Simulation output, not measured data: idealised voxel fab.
process module | voxel transistor to metal
cross-section cut | 215 nm wide | cells 5 nm
A cross-section is a grid of square cells, given in bands from the top down. A band is one or more rows of cells.
Each band's line starts with the height of the band's top and of its bottom, in nm. Then come its materials from left to right, each with its width in nm. One material with "throughout" fills the band from edge to edge. "air" is empty space.
Height 0 is the level under which the wafer as received is all one material. The lowest band goes on downwards, as in "0 down".
A width such as "30 to 40" changes by the same amount from each row of cells to the next, from the band's top row to its bottom row.
"no change" after a step means that no cell of the cross-section changed.
closed voids: empty space of 8 cells or more with no open way to the top, each as width x height at its distance from the left edge, in nm
after a step's settings: what the simulator itself notes on the step
overlay nm, on a step with a mask: how far to the right of its planned place the mask lay; to the left if negative
plan
1 op RECEIVE | material Si
2 op OXIDIZE | depth nm 5
3 op CONFORMAL_DEP | material SiN | thk nm 10
4 op DIRECTIONAL_DEP | material aC | thk nm 15
5 op PATTERN | tone cover | mask id ACTIVE | material resist | width nm 115 | thk nm 35 | overlay nm 0
6 op DIRECTIONAL_ETCH | etch materials aC | depth nm 15
7 op STRIP | etch materials resist
8 op DIRECTIONAL_ETCH | etch materials SiN | depth nm 10
9 op DIRECTIONAL_ETCH | etch materials SiO2 | depth nm 5
10 op DIRECTIONAL_ETCH | etch materials Si | depth nm 25
11 op STRIP | etch materials aC
12 op FILL_DEP | material SiO2 | thk nm 15
13 op CMP | height nm 10
14 op SELECTIVE_ETCH | etch materials SiO2 | depth nm 5
15 op STRIP | etch materials SiN
16 op SELECTIVE_ETCH | etch materials SiO2 | depth nm 5
17 op OXIDIZE | depth nm 5
18 op DIRECTIONAL_DEP | material polySi | thk nm 20
19 op DIRECTIONAL_DEP | material SiCN | thk nm 15
20 op MASKED_ETCH | tone cover | mask id GATE | width nm 25 | etch materials SiCN | depth nm 25 | overlay nm 0
21 op MASKED_ETCH | tone cover | mask id GATE | width nm 25 | etch materials polySi | depth nm 30 | overlay nm 0
22 op CONFORMAL_DEP | material SiO2 | thk nm 5
23 op DIRECTIONAL_ETCH | etch materials SiO2 | depth nm 5
24 op CONFORMAL_DEP | material SiN | thk nm 5
25 op DIRECTIONAL_ETCH | etch materials SiN | depth nm 5
26 op DIRECTIONAL_ETCH | etch materials SiO2 | depth nm 5
27 op DIRECTIONAL_ETCH | etch materials Si | depth nm 15
28 op EPI | material nSi | thk nm 15
29 op FILL_DEP | material SiO2 | thk nm 5
30 op CMP | height nm 30
31 op DIRECTIONAL_DEP | material SiO2 | thk nm 15
32 op PATTERN | tone open | mask id CONTACT | material resist | width nm 20 | pitch nm 75 | thk nm 15 | overlay nm 0
33 op DIRECTIONAL_ETCH | etch materials SiO2 | depth nm 40
34 op STRIP | etch materials resist
35 op CONFORMAL_DEP | material TiN | thk nm 5
36 op FILL_DEP | material Ru | thk nm 10
37 op CMP | height nm 45
38 op DIRECTIONAL_DEP | material TiN | thk nm 5
39 op DIRECTIONAL_DEP | material Ru | thk nm 15
40 op DIRECTIONAL_DEP | material aC | thk nm 10
41 op PATTERN | tone cover | mask id METAL_1 | material resist | width nm 20 | pitch nm 75 | thk nm 25 | overlay nm 0
42 op DIRECTIONAL_ETCH | etch materials aC | depth nm 10
43 op STRIP | etch materials resist
44 op DIRECTIONAL_ETCH | etch materials Ru | depth nm 15
45 op DIRECTIONAL_ETCH | etch materials TiN | depth nm 5
46 op STRIP | etch materials aC
47 op FILL_DEP | material lowk | thk nm 10
48 op CMP | height nm 65
49 op CONFORMAL_DEP | material SiN | thk nm 5
first wafer, as planned
as received, after step 1
  0 down: Si throughout
  closed voids: none
after step 2
  0 to -5: SiO2 throughout
  below -5: unchanged
after step 3
  10 to 0: SiN throughout
  below 0: unchanged
after step 4
  25 to 10: aC throughout
  below 10: unchanged
after step 5
  60 to 25: air 50 | resist 115 | air 50
  below 25: unchanged
after step 6
  45 to 25: air 50 | resist 115 | air 50
  25 to 10: air 50 | aC 115 | air 50
  below 10: unchanged
after step 7
  25 to 10: air 50 | aC 115 | air 50
  below 10: unchanged
after step 8
  25 to 10: air 50 | aC 115 | air 50
  10 to 0: air 50 | SiN 115 | air 50
  below 0: unchanged
after step 9
  25 to 10: air 50 | aC 115 | air 50
  10 to 0: air 50 | SiN 115 | air 50
  0 to -5: air 50 | SiO2 115 | air 50
  below -5: unchanged
after step 10
  25 to 10: air 50 | aC 115 | air 50
  10 to 0: air 50 | SiN 115 | air 50
  0 to -5: air 50 | SiO2 115 | air 50
  -5 to -30: air 50 | Si 115 | air 50
  below -30: unchanged
after step 11
  10 to 0: air 50 | SiN 115 | air 50
  below 0: unchanged
after step 12
  25 to 10: SiO2 throughout
  10 to 0: SiO2 50 | SiN 115 | SiO2 50
  0 to -5: SiO2 throughout
  -5 to -30: SiO2 50 | Si 115 | SiO2 50
  below -30: unchanged
after step 13
  10 to 0: SiO2 50 | SiN 115 | SiO2 50
  below 0: unchanged
after step 14
  10 to 5: air 50 | SiN 115 | air 50
  below 5: unchanged
after step 15
  5 to 0: SiO2 50 | air 115 | SiO2 50
  below 0: unchanged
after step 16
  0 to -5: SiO2 45 | air 125 | SiO2 45
  below -5: unchanged
after step 17
  0 to -5: SiO2 45 | air 125 | SiO2 45
  -5 to -10: SiO2 throughout
  below -10: unchanged
after step 18
  20 to 15: polySi 45 | air 125 | polySi 45
  15 to 0: polySi throughout
  0 to -5: SiO2 45 | polySi 125 | SiO2 45
  below -5: unchanged
after step 19
  35 to 30: SiCN 45 | air 125 | SiCN 45
  30 to 20: SiCN throughout
  20 to 15: polySi 45 | SiCN 125 | polySi 45
  below 15: unchanged
after step 20
  30 to 20: air 95 | SiCN 25 | air 95
  20 to 15: polySi 45 | air 50 | SiCN 25 | air 50 | polySi 45
  below 15: unchanged
after step 21
  30 to 15: air 95 | SiCN 25 | air 95
  15 to 0: air 95 | polySi 25 | air 95
  0 to -5: SiO2 45 | air 50 | polySi 25 | air 50 | SiO2 45
  below -5: unchanged
after step 22
  35 to 30: air 90 | SiO2 35 | air 90
  30 to 15: air 90 | SiO2 5 | SiCN 25 | SiO2 5 | air 90
  15 to 5: air 90 | SiO2 5 | polySi 25 | SiO2 5 | air 90
  5 to 0: SiO2 50 | air 40 | SiO2 5 | polySi 25 | SiO2 5 | air 40 | SiO2 50
  0 to -5: SiO2 95 | polySi 25 | SiO2 95
  below -5: unchanged
after step 23
  30 to 15: air 90 | SiO2 5 | SiCN 25 | SiO2 5 | air 90
  15 to 0: air 90 | SiO2 5 | polySi 25 | SiO2 5 | air 90
  0 to -5: SiO2 50 | air 40 | SiO2 5 | polySi 25 | SiO2 5 | air 40 | SiO2 50
  below -5: unchanged
after step 24
  35 to 30: air 85 | SiN 45 | air 85
  30 to 15: air 85 | SiN 5 | SiO2 5 | SiCN 25 | SiO2 5 | SiN 5 | air 85
  15 to 5: air 85 | SiN 5 | SiO2 5 | polySi 25 | SiO2 5 | SiN 5 | air 85
  5 to 0: SiN 55 | air 30 | SiN 5 | SiO2 5 | polySi 25 | SiO2 5 | SiN 5 | air 30 | SiN 55
  0 to -5: SiO2 50 | SiN 40 | SiO2 5 | polySi 25 | SiO2 5 | SiN 40 | SiO2 50
  below -5: unchanged
after step 25
  30 to 15: air 85 | SiN 5 | SiO2 5 | SiCN 25 | SiO2 5 | SiN 5 | air 85
  15 to 0: air 85 | SiN 5 | SiO2 5 | polySi 25 | SiO2 5 | SiN 5 | air 85
  0 to -5: SiO2 50 | SiN 5 | air 30 | SiN 5 | SiO2 5 | polySi 25 | SiO2 5 | SiN 5 | air 30 | SiN 5 | SiO2 50
  below -5: unchanged
after step 26
  30 to 25: air 85 | SiN 5 | air 5 | SiCN 25 | air 5 | SiN 5 | air 85
  25 to 15: air 85 | SiN 5 | SiO2 5 | SiCN 25 | SiO2 5 | SiN 5 | air 85
  15 to 0: air 85 | SiN 5 | SiO2 5 | polySi 25 | SiO2 5 | SiN 5 | air 85
  0 to -5: air 50 | SiN 5 | air 30 | SiN 5 | SiO2 5 | polySi 25 | SiO2 5 | SiN 5 | air 30 | SiN 5 | air 50
  -5 to -10: SiO2 55 | air 30 | SiO2 45 | air 30 | SiO2 55
  below -10: unchanged
after step 27
  30 to 25: air 85 | SiN 5 | air 5 | SiCN 25 | air 5 | SiN 5 | air 85
  25 to 15: air 85 | SiN 5 | SiO2 5 | SiCN 25 | SiO2 5 | SiN 5 | air 85
  15 to 0: air 85 | SiN 5 | SiO2 5 | polySi 25 | SiO2 5 | SiN 5 | air 85
  0 to -5: air 50 | SiN 5 | air 30 | SiN 5 | SiO2 5 | polySi 25 | SiO2 5 | SiN 5 | air 30 | SiN 5 | air 50
  -5 to -10: SiO2 55 | air 30 | SiO2 45 | air 30 | SiO2 55
  -10 to -25: SiO2 50 | Si 5 | air 30 | Si 45 | air 30 | Si 5 | SiO2 50
  below -25: unchanged
after step 28
  30 to 25: air 85 | SiN 5 | air 5 | SiCN 25 | air 5 | SiN 5 | air 85
  25 to 15: air 85 | SiN 5 | SiO2 5 | SiCN 25 | SiO2 5 | SiN 5 | air 85
  15 to 5: air 85 | SiN 5 | SiO2 5 | polySi 25 | SiO2 5 | SiN 5 | air 85
  5 to 0: air 50 | nSi 35 | SiN 5 | SiO2 5 | polySi 25 | SiO2 5 | SiN 5 | nSi 35 | air 50
  0 to -5: air 50 | SiN 5 | nSi 30 | SiN 5 | SiO2 5 | polySi 25 | SiO2 5 | SiN 5 | nSi 30 | SiN 5 | air 50
  -5 to -10: SiO2 55 | nSi 30 | SiO2 45 | nSi 30 | SiO2 55
  -10 to -25: SiO2 50 | Si 5 | nSi 30 | Si 45 | nSi 30 | Si 5 | SiO2 50
  below -25: unchanged
after step 29
  35 to 30: SiO2 throughout
  30 to 15: SiO2 85 | SiN 5 | SiO2 5 | SiCN 25 | SiO2 5 | SiN 5 | SiO2 85
  15 to 5: SiO2 85 | SiN 5 | SiO2 5 | polySi 25 | SiO2 5 | SiN 5 | SiO2 85
  5 to 0: SiO2 50 | nSi 35 | SiN 5 | SiO2 5 | polySi 25 | SiO2 5 | SiN 5 | nSi 35 | SiO2 50
  0 to -5: SiO2 50 | SiN 5 | nSi 30 | SiN 5 | SiO2 5 | polySi 25 | SiO2 5 | SiN 5 | nSi 30 | SiN 5 | SiO2 50
  below -5: unchanged
after step 30
  30 to 15: SiO2 85 | SiN 5 | SiO2 5 | SiCN 25 | SiO2 5 | SiN 5 | SiO2 85
  below 15: unchanged
after step 31
  45 to 30: SiO2 throughout
  below 30: unchanged
after step 32
  60 to 45: resist 60 | air 20 | resist 55 | air 20 | resist 60
  below 45: unchanged
after step 33
  60 to 45: resist 60 | air 20 | resist 55 | air 20 | resist 60
  45 to 30: SiO2 60 | air 20 | SiO2 55 | air 20 | SiO2 60
  30 to 15: SiO2 60 | air 20 | SiO2 5 | SiN 5 | SiO2 5 | SiCN 25 | SiO2 5 | SiN 5 | SiO2 5 | air 20 | SiO2 60
  15 to 5: SiO2 60 | air 20 | SiO2 5 | SiN 5 | SiO2 5 | polySi 25 | SiO2 5 | SiN 5 | SiO2 5 | air 20 | SiO2 60
  below 5: unchanged
after step 34
  45 to 30: SiO2 60 | air 20 | SiO2 55 | air 20 | SiO2 60
  below 30: unchanged
after step 35
  50 to 45: TiN 65 | air 10 | TiN 65 | air 10 | TiN 65
  45 to 30: SiO2 60 | TiN 5 | air 10 | TiN 5 | SiO2 55 | TiN 5 | air 10 | TiN 5 | SiO2 60
  30 to 15: SiO2 60 | TiN 5 | air 10 | TiN 5 | SiO2 5 | SiN 5 | SiO2 5 | SiCN 25 | SiO2 5 | SiN 5 | SiO2 5 | TiN 5 | air 10 | TiN 5 | SiO2 60
  15 to 10: SiO2 60 | TiN 5 | air 10 | TiN 5 | SiO2 5 | SiN 5 | SiO2 5 | polySi 25 | SiO2 5 | SiN 5 | SiO2 5 | TiN 5 | air 10 | TiN 5 | SiO2 60
  10 to 5: SiO2 60 | TiN 20 | SiO2 5 | SiN 5 | SiO2 5 | polySi 25 | SiO2 5 | SiN 5 | SiO2 5 | TiN 20 | SiO2 60
  below 5: unchanged
after step 36
  60 to 50: Ru throughout
  50 to 45: TiN 65 | Ru 10 | TiN 65 | Ru 10 | TiN 65
  45 to 30: SiO2 60 | TiN 5 | Ru 10 | TiN 5 | SiO2 55 | TiN 5 | Ru 10 | TiN 5 | SiO2 60
  30 to 15: SiO2 60 | TiN 5 | Ru 10 | TiN 5 | SiO2 5 | SiN 5 | SiO2 5 | SiCN 25 | SiO2 5 | SiN 5 | SiO2 5 | TiN 5 | Ru 10 | TiN 5 | SiO2 60
  15 to 10: SiO2 60 | TiN 5 | Ru 10 | TiN 5 | SiO2 5 | SiN 5 | SiO2 5 | polySi 25 | SiO2 5 | SiN 5 | SiO2 5 | TiN 5 | Ru 10 | TiN 5 | SiO2 60
  below 10: unchanged
after step 37
  45 to 30: SiO2 60 | TiN 5 | Ru 10 | TiN 5 | SiO2 55 | TiN 5 | Ru 10 | TiN 5 | SiO2 60
  below 30: unchanged
after step 38
  50 to 45: TiN throughout
  below 45: unchanged
after step 39
  65 to 50: Ru throughout
  below 50: unchanged
after step 40
  75 to 65: aC throughout
  below 65: unchanged
after step 41
  100 to 75: air 60 | resist 20 | air 55 | resist 20 | air 60
  below 75: unchanged
after step 42
  90 to 75: air 60 | resist 20 | air 55 | resist 20 | air 60
  75 to 65: air 60 | aC 20 | air 55 | aC 20 | air 60
  below 65: unchanged
after step 43
  75 to 65: air 60 | aC 20 | air 55 | aC 20 | air 60
  below 65: unchanged
after step 44
  75 to 65: air 60 | aC 20 | air 55 | aC 20 | air 60
  65 to 50: air 60 | Ru 20 | air 55 | Ru 20 | air 60
  below 50: unchanged
after step 45
  75 to 65: air 60 | aC 20 | air 55 | aC 20 | air 60
  65 to 50: air 60 | Ru 20 | air 55 | Ru 20 | air 60
  50 to 45: air 60 | TiN 20 | air 55 | TiN 20 | air 60
  below 45: unchanged
after step 46
  65 to 50: air 60 | Ru 20 | air 55 | Ru 20 | air 60
  below 50: unchanged
after step 47
  75 to 65: lowk throughout
  65 to 50: lowk 60 | Ru 20 | lowk 55 | Ru 20 | lowk 60
  50 to 45: lowk 60 | TiN 20 | lowk 55 | TiN 20 | lowk 60
  below 45: unchanged
after step 48
  65 to 50: lowk 60 | Ru 20 | lowk 55 | Ru 20 | lowk 60
  below 50: unchanged
after step 49
  70 to 65: SiN throughout
  below 65: unchanged
second wafer: like start, like plan, one mistake. Through step 4 it matches the first wafer
when step 5 should have ended
  60 to 25: resist 50 | air 115 | resist 50
  below 25: unchanged
when step 6 should have ended
  45 to 25: resist 50 | air 115 | resist 50
  25 to 10: aC 50 | air 115 | aC 50
  below 10: unchanged
when step 7 should have ended
  25 to 10: aC 50 | air 115 | aC 50
  below 10: unchanged
when step 8 should have ended
  25 to 10: aC 50 | air 115 | aC 50
  10 to 0: SiN 50 | air 115 | SiN 50
  below 0: unchanged
when step 9 should have ended
  25 to 10: aC 50 | air 115 | aC 50
  10 to 0: SiN 50 | air 115 | SiN 50
  0 to -5: SiO2 50 | air 115 | SiO2 50
  below -5: unchanged
when step 10 should have ended
  25 to 10: aC 50 | air 115 | aC 50
  10 to 0: SiN 50 | air 115 | SiN 50
  0 to -5: SiO2 50 | air 115 | SiO2 50
  -5 to -30: Si 50 | air 115 | Si 50
  below -30: unchanged
when step 11 should have ended
  10 to 0: SiN 50 | air 115 | SiN 50
  below 0: unchanged
when step 12 should have ended
  25 to 10: SiO2 throughout
  10 to 0: SiN 50 | SiO2 115 | SiN 50
  0 to -5: SiO2 throughout
  -5 to -30: Si 50 | SiO2 115 | Si 50
  below -30: unchanged
when step 13 should have ended
  10 to 0: SiN 50 | SiO2 115 | SiN 50
  below 0: unchanged
when step 14 should have ended
  10 to 5: SiN 50 | air 115 | SiN 50
  below 5: unchanged
when step 15 should have ended
  5 to 0: air 50 | SiO2 115 | air 50
  below 0: unchanged
when step 16 should have ended
  0 to -5: air 55 | SiO2 105 | air 55
  below -5: unchanged
when step 17 should have ended
  0 to -5: air 55 | SiO2 105 | air 55
  -5 to -10: SiO2 throughout
  below -10: unchanged
when step 18 should have ended
  20 to 15: air 55 | polySi 105 | air 55
  15 to 0: polySi throughout
  0 to -5: polySi 55 | SiO2 105 | polySi 55
  below -5: unchanged
when step 19 should have ended
  35 to 30: air 55 | SiCN 105 | air 55
  30 to 20: SiCN throughout
  20 to 15: SiCN 55 | polySi 105 | SiCN 55
  below 15: unchanged
when step 20 should have ended
  35 to 20: air 95 | SiCN 25 | air 95
  20 to 15: air 55 | polySi 105 | air 55
  below 15: unchanged
when step 21 should have ended
  35 to 20: air 95 | SiCN 25 | air 95
  20 to 0: air 95 | polySi 25 | air 95
  0 to -5: air 55 | SiO2 105 | air 55
  below -5: unchanged
when step 22 should have ended
  40 to 35: air 90 | SiO2 35 | air 90
  35 to 20: air 90 | SiO2 5 | SiCN 25 | SiO2 5 | air 90
  20 to 5: air 90 | SiO2 5 | polySi 25 | SiO2 5 | air 90
  5 to 0: air 50 | SiO2 45 | polySi 25 | SiO2 45 | air 50
  0 to -10: SiO2 throughout
  below -10: unchanged
when step 23 should have ended
  35 to 20: air 90 | SiO2 5 | SiCN 25 | SiO2 5 | air 90
  20 to 0: air 90 | SiO2 5 | polySi 25 | SiO2 5 | air 90
  0 to -5: air 50 | SiO2 115 | air 50
  below -5: unchanged
when step 24 should have ended
  40 to 35: air 85 | SiN 45 | air 85
  35 to 20: air 85 | SiN 5 | SiO2 5 | SiCN 25 | SiO2 5 | SiN 5 | air 85
  20 to 5: air 85 | SiN 5 | SiO2 5 | polySi 25 | SiO2 5 | SiN 5 | air 85
  5 to 0: air 45 | SiN 45 | SiO2 5 | polySi 25 | SiO2 5 | SiN 45 | air 45
  0 to -5: SiN 50 | SiO2 115 | SiN 50
  below -5: unchanged
when step 25 should have ended
  35 to 20: air 85 | SiN 5 | SiO2 5 | SiCN 25 | SiO2 5 | SiN 5 | air 85
  20 to 0: air 85 | SiN 5 | SiO2 5 | polySi 25 | SiO2 5 | SiN 5 | air 85
  0 to -5: air 45 | SiN 5 | SiO2 115 | SiN 5 | air 45
  below -5: unchanged
when step 26 should have ended
  35 to 30: air 85 | SiN 5 | air 5 | SiCN 25 | air 5 | SiN 5 | air 85
  30 to 20: air 85 | SiN 5 | SiO2 5 | SiCN 25 | SiO2 5 | SiN 5 | air 85
  20 to 0: air 85 | SiN 5 | SiO2 5 | polySi 25 | SiO2 5 | SiN 5 | air 85
  0 to -5: air 45 | SiN 5 | air 35 | SiO2 45 | air 35 | SiN 5 | air 45
  -5 to -10: air 45 | SiO2 125 | air 45
  below -10: unchanged
when step 27 should have ended
  35 to 30: air 85 | SiN 5 | air 5 | SiCN 25 | air 5 | SiN 5 | air 85
  30 to 20: air 85 | SiN 5 | SiO2 5 | SiCN 25 | SiO2 5 | SiN 5 | air 85
  20 to 0: air 85 | SiN 5 | SiO2 5 | polySi 25 | SiO2 5 | SiN 5 | air 85
  0 to -5: air 45 | SiN 5 | air 35 | SiO2 45 | air 35 | SiN 5 | air 45
  -5 to -10: air 45 | SiO2 125 | air 45
  -10 to -25: air 45 | Si 5 | SiO2 115 | Si 5 | air 45
  below -25: unchanged
when step 28 should have ended
  35 to 30: air 85 | SiN 5 | air 5 | SiCN 25 | air 5 | SiN 5 | air 85
  30 to 20: air 85 | SiN 5 | SiO2 5 | SiCN 25 | SiO2 5 | SiN 5 | air 85
  20 to 5: air 85 | SiN 5 | SiO2 5 | polySi 25 | SiO2 5 | SiN 5 | air 85
  5 to 0: air 30 | nSi 20 | air 35 | SiN 5 | SiO2 5 | polySi 25 | SiO2 5 | SiN 5 | air 35 | nSi 20 | air 30
  0 to -5: air 30 | nSi 15 | SiN 5 | air 35 | SiO2 45 | air 35 | SiN 5 | nSi 15 | air 30
  -5 to -10: air 30 | nSi 15 | SiO2 125 | nSi 15 | air 30
  -10 to -25: nSi 45 | Si 5 | SiO2 115 | Si 5 | nSi 45
  below -25: unchanged
when step 29 should have ended
  40 to 35: SiO2 throughout
  35 to 20: SiO2 85 | SiN 5 | SiO2 5 | SiCN 25 | SiO2 5 | SiN 5 | SiO2 85
  20 to 5: SiO2 85 | SiN 5 | SiO2 5 | polySi 25 | SiO2 5 | SiN 5 | SiO2 85
  5 to 0: SiO2 30 | nSi 20 | SiO2 35 | SiN 5 | SiO2 5 | polySi 25 | SiO2 5 | SiN 5 | SiO2 35 | nSi 20 | SiO2 30
  0 to -5: SiO2 30 | nSi 15 | SiN 5 | SiO2 115 | SiN 5 | nSi 15 | SiO2 30
  -5 to -10: SiO2 30 | nSi 15 | SiO2 125 | nSi 15 | SiO2 30
  below -10: unchanged
when step 30 should have ended
  30 to 20: SiO2 85 | SiN 5 | SiO2 5 | SiCN 25 | SiO2 5 | SiN 5 | SiO2 85
  below 20: unchanged
when step 31 should have ended
  45 to 30: SiO2 throughout
  below 30: unchanged
when step 32 should have ended
  60 to 45: resist 60 | air 20 | resist 55 | air 20 | resist 60
  below 45: unchanged
when step 33 should have ended
  60 to 45: resist 60 | air 20 | resist 55 | air 20 | resist 60
  45 to 30: SiO2 60 | air 20 | SiO2 55 | air 20 | SiO2 60
  30 to 20: SiO2 60 | air 20 | SiO2 5 | SiN 5 | SiO2 5 | SiCN 25 | SiO2 5 | SiN 5 | SiO2 5 | air 20 | SiO2 60
  20 to 5: SiO2 60 | air 20 | SiO2 5 | SiN 5 | SiO2 5 | polySi 25 | SiO2 5 | SiN 5 | SiO2 5 | air 20 | SiO2 60
  below 5: unchanged
when step 34 should have ended
  45 to 30: SiO2 60 | air 20 | SiO2 55 | air 20 | SiO2 60
  below 30: unchanged
when step 35 should have ended
  50 to 45: TiN 65 | air 10 | TiN 65 | air 10 | TiN 65
  45 to 30: SiO2 60 | TiN 5 | air 10 | TiN 5 | SiO2 55 | TiN 5 | air 10 | TiN 5 | SiO2 60
  30 to 20: SiO2 60 | TiN 5 | air 10 | TiN 5 | SiO2 5 | SiN 5 | SiO2 5 | SiCN 25 | SiO2 5 | SiN 5 | SiO2 5 | TiN 5 | air 10 | TiN 5 | SiO2 60
  20 to 10: SiO2 60 | TiN 5 | air 10 | TiN 5 | SiO2 5 | SiN 5 | SiO2 5 | polySi 25 | SiO2 5 | SiN 5 | SiO2 5 | TiN 5 | air 10 | TiN 5 | SiO2 60
  10 to 5: SiO2 60 | TiN 20 | SiO2 5 | SiN 5 | SiO2 5 | polySi 25 | SiO2 5 | SiN 5 | SiO2 5 | TiN 20 | SiO2 60
  below 5: unchanged
when step 36 should have ended
  60 to 50: Ru throughout
  50 to 45: TiN 65 | Ru 10 | TiN 65 | Ru 10 | TiN 65
  45 to 30: SiO2 60 | TiN 5 | Ru 10 | TiN 5 | SiO2 55 | TiN 5 | Ru 10 | TiN 5 | SiO2 60
  30 to 20: SiO2 60 | TiN 5 | Ru 10 | TiN 5 | SiO2 5 | SiN 5 | SiO2 5 | SiCN 25 | SiO2 5 | SiN 5 | SiO2 5 | TiN 5 | Ru 10 | TiN 5 | SiO2 60
  20 to 10: SiO2 60 | TiN 5 | Ru 10 | TiN 5 | SiO2 5 | SiN 5 | SiO2 5 | polySi 25 | SiO2 5 | SiN 5 | SiO2 5 | TiN 5 | Ru 10 | TiN 5 | SiO2 60
  below 10: unchanged
when step 37 should have ended
  45 to 30: SiO2 60 | TiN 5 | Ru 10 | TiN 5 | SiO2 55 | TiN 5 | Ru 10 | TiN 5 | SiO2 60
  below 30: unchanged
when step 38 should have ended
  50 to 45: TiN throughout
  below 45: unchanged
when step 39 should have ended
  65 to 50: Ru throughout
  below 50: unchanged
when step 40 should have ended
  75 to 65: aC throughout
  below 65: unchanged
when step 41 should have ended
  100 to 75: air 60 | resist 20 | air 55 | resist 20 | air 60
  below 75: unchanged
when step 42 should have ended
  90 to 75: air 60 | resist 20 | air 55 | resist 20 | air 60
  75 to 65: air 60 | aC 20 | air 55 | aC 20 | air 60
  below 65: unchanged
when step 43 should have ended
  75 to 65: air 60 | aC 20 | air 55 | aC 20 | air 60
  below 65: unchanged
when step 44 should have ended
  75 to 65: air 60 | aC 20 | air 55 | aC 20 | air 60
  65 to 50: air 60 | Ru 20 | air 55 | Ru 20 | air 60
  below 50: unchanged
when step 45 should have ended
  75 to 65: air 60 | aC 20 | air 55 | aC 20 | air 60
  65 to 50: air 60 | Ru 20 | air 55 | Ru 20 | air 60
  50 to 45: air 60 | TiN 20 | air 55 | TiN 20 | air 60
  below 45: unchanged
when step 46 should have ended
  65 to 50: air 60 | Ru 20 | air 55 | Ru 20 | air 60
  below 50: unchanged
when step 47 should have ended
  75 to 65: lowk throughout
  65 to 50: lowk 60 | Ru 20 | lowk 55 | Ru 20 | lowk 60
  50 to 45: lowk 60 | TiN 20 | lowk 55 | TiN 20 | lowk 60
  below 45: unchanged
when step 48 should have ended
  65 to 50: lowk 60 | Ru 20 | lowk 55 | Ru 20 | lowk 60
  below 50: unchanged
when step 49 should have ended
  70 to 65: SiN throughout
  below 65: unchanged
what went wrong: step 5 ran as: op PATTERN | tone open | mask id ACTIVE | material resist | width nm 115 | thk nm 35 | overlay nm 0
at the end the second wafer has, in cells: 30 fewer of Si | 5 fewer of SiCN | 2 fewer of SiN | 37 more of SiO2
